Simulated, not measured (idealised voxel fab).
The following process module bears the name voxel self aligned contacts.
cross-section cut | 230 nm wide | cells 5 nm
A cross-section is a grid of square cells, given in bands from the top down. A band is one or more rows of cells.
In this notation a band is specified by the heights of its top and bottom, in that order and in nm, after which its materials appear from left to right, each paired with its width in nm. The word "everywhere" attached to a single material means that material fills the band from edge to edge; the word "blank" stands for empty space.
Beneath 0, the wafer as received is one material, and that level is where height counting begins. The lowest band goes on downward without a bottom; it is written like "0 and below".
Note: "30->40" means the width goes from the first number (top row of the band) to the second number (bottom row) in equal steps per row of cells.
Where a step carries "changes: none", the cross-section came out of it unchanged, cell for cell.
Entry "Voids lacking openings" = empty spaces >= 8 cells with no open way to the top; each as width x height at distance, distance from left edge, all nm.
It should be noted that, on the line of a given step, the content following the step's settings is a remark produced by the simulator itself with respect to that step.
"overlay nm" on a masked step: distance the mask lay right of its planned place, negative for left.

[Steps planned for the process]
1: RECEIVE [material Si]
2: CONFORMAL_DEP [material SiO2] [thk nm 5]
3: DIRECTIONAL_DEP [material polySi] [thk nm 20]
4: DIRECTIONAL_DEP [material SiN] [thk nm 15]
5: DIRECTIONAL_DEP [material aC] [thk nm 15]
6: PATTERN [tone cover] [mask id GATE] [material resist] [width nm 30] [pitch nm 55] [thk nm 30] [overlay nm 0]
7: DIRECTIONAL_ETCH [etch materials aC] [depth nm 15]
8: STRIP [etch materials resist]
9: DIRECTIONAL_ETCH [etch materials SiN] [depth nm 15]
10: DIRECTIONAL_ETCH [etch materials polySi] [depth nm 20]
11: STRIP [etch materials aC]
12: CONFORMAL_DEP [material SiN] [thk nm 5]
13: DIRECTIONAL_ETCH [etch materials SiN] [depth nm 5]
14: FILL_DEP [material SiO2] [thk nm 15]
15: CMP [height nm 50]
16: DIRECTIONAL_DEP [material aC] [thk nm 15]
17: PATTERN [tone open] [mask id CONTACT] [material resist] [width nm 35] [pitch nm 55] [thk nm 35] [overlay nm 0]
18: DIRECTIONAL_ETCH [etch materials aC] [depth nm 15]
19: STRIP [etch materials resist]
20: DIRECTIONAL_ETCH [etch materials SiO2] [depth nm 50]
21: STRIP [etch materials aC]
22: CONFORMAL_DEP [material TiN] [thk nm 5]
23: FILL_DEP [material Ru] [thk nm 5]
24: CMP [height nm 50]
25: CONFORMAL_DEP [material SiCN] [thk nm 5]

[Cross-section: wafer on arrival = after step 1]
0 and below: Si everywhere
Voids lacking openings: none

[As-planned run: cross-section of the first of two wafers at end of module]
55 down to 50: SiCN everywhere
50 down to 40: SiO2 70; TiN 5->15; Ru 25->5; TiN 5->15; SiO2 20; TiN 5->15; Ru 25->5; TiN 5->15; SiO2 70
40 down to 25: SiO2 40; SiN 40; TiN 5; Ru 5; TiN 5; SiN 40; TiN 5; Ru 5; TiN 5; SiN 40; SiO2 40
25 down to 5: SiO2 40; SiN 5; polySi 30; SiN 5; TiN 5; Ru 5; TiN 5; SiN 5; polySi 30; SiN 5; TiN 5; Ru 5; TiN 5; SiN 5; polySi 30; SiN 5; SiO2 40
5 down to 0: SiO2 80; TiN 15; SiO2 40; TiN 15; SiO2 80
0 and below: Si everywhere
Voids lacking openings: none

[Same start, same plan as the first wafer - but one mistake in the run. Cross-section of the second of the two at the end of the module]
55 down to 50: SiCN everywhere
50 down to 40: SiO2 70; TiN 5; Ru 25->5; TiN 5->25; SiO2 20; TiN 5; Ru 25->5; TiN 5->25; SiO2 70
40 down to 25: SiO2 30; SiN 40; TiN 5; Ru 5; TiN 5; SiN 40; TiN 5; Ru 5; TiN 5; SiN 40; SiO2 50
25 down to 5: SiO2 30; SiN 5; polySi 30; SiN 5; TiN 5; Ru 5; TiN 5; SiN 5; polySi 30; SiN 5; TiN 5; Ru 5; TiN 5; SiN 5; polySi 30; SiN 5; SiO2 50
5 down to 0: SiO2 70; TiN 15; SiO2 40; TiN 15; SiO2 90
0 and below: Si everywhere
Voids lacking openings: none
The plan and the run diverged here: so step 6 ended up running with a different setting than we planned, it ran as PATTERN [tone cover] [mask id GATE] [material resist] [width nm 30] [pitch nm 55] [thk nm 30] [overlay nm -10]
Both wafers, final: cells per material equal; arrangement not.
